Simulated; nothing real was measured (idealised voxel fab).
process module | voxel gate over fins
cross-section cut | 245 nm wide | cells 5 nm
A cross-section is a grid of square cells, given in bands from the top down. A band is one or more rows of cells.
Each band's line starts with the height of the band's top and of its bottom, in nm. Then come its materials from left to right, each with its width in nm. One material with "throughout" fills the band from edge to edge. "air" is empty space.
Height 0 is the level under which the wafer as received is all one material. The lowest band goes on downwards, as in "0 down".
A width such as "30 to 40" changes by the same amount from each row of cells to the next, from the band's top row to its bottom row.
"no change" after a step means that no cell of the cross-section changed.
closed voids: empty space of 8 cells or more with no open way to the top, each as width x height at its distance from the left edge, in nm
after a step's settings: what the simulator itself notes on the step
overlay nm, on a step with a mask: how far to the right of its planned place the mask lay; to the left if negative
plan
1 op RECEIVE | material Si
2 op CONFORMAL_DEP | material SiN | thk nm 10
3 op PATTERN | tone cover | mask id FINS | material resist | width nm 15 | pitch nm 35 | thk nm 20 | overlay nm 0
4 op DIRECTIONAL_ETCH | etch materials SiN | depth nm 10
5 op DIRECTIONAL_ETCH | etch materials Si | depth nm 40
6 op STRIP | etch materials resist
7 op FILL_DEP | material SiO2 | thk nm 5
8 op CMP | height nm 10
9 op SELECTIVE_ETCH | etch materials SiO2 | depth nm 20
10 op STRIP | etch materials SiN
11 op CONFORMAL_DEP | material HfO2 | thk nm 5
12 op CONFORMAL_DEP | material TiN | thk nm 5
13 op FILL_DEP | material W | thk nm 10
14 op CMP | height nm 15
15 op CONFORMAL_DEP | material SiN | thk nm 10
as received, after step 1
  0 down: Si throughout
  closed voids: none
a wafer at the end: this start, this plan, one mistake
  25 to 15: SiN throughout
  15 to 10: W throughout
  10 to 5: W 90 | TiN 70 | W 85
  5 to 0: W 90 | TiN 5 | HfO2 25 | TiN 10 | HfO2 25 | TiN 5 | W 85
  0 to -5: TiN 95 | HfO2 5 | Si 15 | HfO2 5 | TiN 10 | HfO2 5 | Si 15 | HfO2 5 | TiN 90
  -5 to -10: HfO2 100 | Si 15 | HfO2 20 | Si 15 | HfO2 95
  -10 to -40: SiO2 100 | Si 15 | SiO2 20 | Si 15 | SiO2 95
  -40 down: Si throughout
  closed voids: none
what went wrong: step 3 ran as: op PATTERN | tone cover | mask id FINS | material resist | width nm 15 | pitch nm 35 | thk nm 20 | overlay nm 5
